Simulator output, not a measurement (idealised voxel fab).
This is a process module. Its name is voxel lift off.
Xsec cut, 180 nm wide, square cell size 5 nm.
Bands, listed from the top down, are how a cross-section gets written in this document; the cross-section itself is a grid of square cells, and a band is one or more rows of them.
Per band: top height and bottom height in nm, followed by the left-to-right materials and their widths in nm; "all across" marks a single material spanning edge to edge, "empty" marks empty space.
Zero point of the height axis is 0; under it, received wafer = one material. Lowest band: continues down indefinitely, "0 nm and below".
Width: "30..40" (first number = top row, second number = bottom row, same change from row to row of cells).
"remained unchanged" -> step changed no cross-section cell.
Closed-off voids of 8+ cells (no open route to the top) go in "Sealed void listing", written width x height at distance from the left edge, in nm.
Post-settings text on a step line: simulator's own remark regarding the step.
When a step includes a mask, the "overlay nm" setting on its line states how far to the right of its planned place that mask lay, and negative values state how far to the left.
[This section lists the process steps that were planned]
1: RECEIVE [material Si]
2: CONFORMAL_DEP [material Al2O3] [thk nm 15]
3: PATTERN [tone open] [mask id LINES] [material resist] [width nm 25] [pitch nm 50] [thk nm 25] [overlay nm 0]
4: DIRECTIONAL_DEP [material Ru] [thk nm 10]
5: STRIP [etch materials resist]
6: CONFORMAL_DEP [material SiN] [thk nm 5]
[This is the cross-section of the wafer as we received it, i.e. after step 1]
> 0 nm and below | Si all across
> Sealed void listing: none
[Cross-section, end of module. Start: as above. Plan: as above. Execution: one mistake]
> 30 nm to 25 nm | 50 of empty; 25 of SiN; 25 of empty; 25 of SiN; 55 of empty
> 25 nm to 20 nm | 50 of empty; 5 of SiN; 15 of Ru; 5 of SiN; 25 of empty; 5 of SiN; 15 of Ru; 5 of SiN; 55 of empty
> 20 nm to 15 nm | 55 of SiN; 15 of Ru; 35 of SiN; 15 of Ru; 60 of SiN
> 15 nm to 0 nm | Al2O3 all across
> 0 nm and below | Si all across
> Sealed void listing: none
Nonconformance to the process plan: step 3 ran with different settings than intended, the actual operation and settings being PATTERN [tone open] [mask id LINES] [material resist] [width nm 15] [pitch nm 50] [thk nm 25] [overlay nm 0]
